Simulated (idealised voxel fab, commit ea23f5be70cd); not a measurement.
Herein follows the process module entitled voxel plated lines.
For reference, the cross-section in this document is cut, with width 155 nm and square cells of 5 nm.
Just so we're on the same page, the cross-sections are grids of square cells, and they're listed out in bands top to bottom, each band one or more rows deep. Basically the band line says how high the top is and how high the bottom is, in nm, and then what's in it from left to right, every material with its width in nm. Empty space shows up as "empty", and if a single material carries "full width" it runs the full band edge to edge. For the purposes of this specification, 0 denotes the height below which the wafer in its as-received condition is composed wholly of one material, and the lowermost band, lacking a lower limit, extends downward without end, as expressed in "z 0 and below". Width spec "30 to 40" -> top row of cells at first value, bottom row at second value, equal per-row change in between. For the purposes of this document, the phrase "no modification" attached to a step denotes that no cell within the cross-section was modified by that step. Reported under the label "Enclosed voids" are the empty spaces having no open way to the top and comprising 8 cells or more; the notation for each is width x height at distance, in which the distance is measured from the left edge and all three values are in nm. Read whatever lies past the settings on a step's line as the simulator's own remark about the step. overlay nm: mask offset rightward from planned place, masked step; negative means leftward offset.
SET OUT BELOW ARE THE PLANNED STEPS OF THE PROCESS
1) RECEIVE (material Si)
2) CONFORMAL_DEP (material SiN; thk nm 5)
3) DIRECTIONAL_DEP (material TiN; thk nm 5)
4) PATTERN (tone open; mask id LINES; material resist; width nm 25; pitch nm 40; thk nm 25; overlay nm 0)
5) EPI (material Ru; thk nm 10)
6) EPI (material Ru; thk nm 5)
7) STRIP (etch materials resist)
8) DIRECTIONAL_ETCH (etch materials TiN; depth nm 5)
9) CONFORMAL_DEP (material SiO2; thk nm 10)
varied across the wafers: thk nm of step 2. The plan shows the first wafer's value. All wafers start alike
SO THIS IS THE FIRST OF SEVERAL WAFERS, CROSS-SECTIONED AS IT CAME TO US, MEANING IT'S AT THE END OF STEP 1
* z 0 and below | Si full width
* Enclosed voids: none
BASICALLY EACH WAFER GETS A LINE IN THE TABLE, SHOWING IT AT THE END OF THE MODULE: MATERIAL BY MATERIAL, THE CELLS IT GAINED (+) OR LOST (-) SINCE WE GOT IT, THEN ITS CLOSED VOIDS
thk nm 5, +30 Ru, +31 SiN, +90 SiO2, +10 TiN, Enclosed voids: none
thk nm 10, +30 Ru, +62 SiN, +90 SiO2, +10 TiN, Enclosed voids: none
thk nm 15, +30 Ru, +93 SiN, +90 SiO2, +10 TiN, Enclosed voids: none
thk nm 20, +30 Ru, +124 SiN, +90 SiO2, +10 TiN, Enclosed voids: none
thk nm 25, +30 Ru, +155 SiN, +90 SiO2, +10 TiN, Enclosed voids: none
thk nm 30, +30 Ru, +186 SiN, +90 SiO2, +10 TiN, Enclosed voids: none
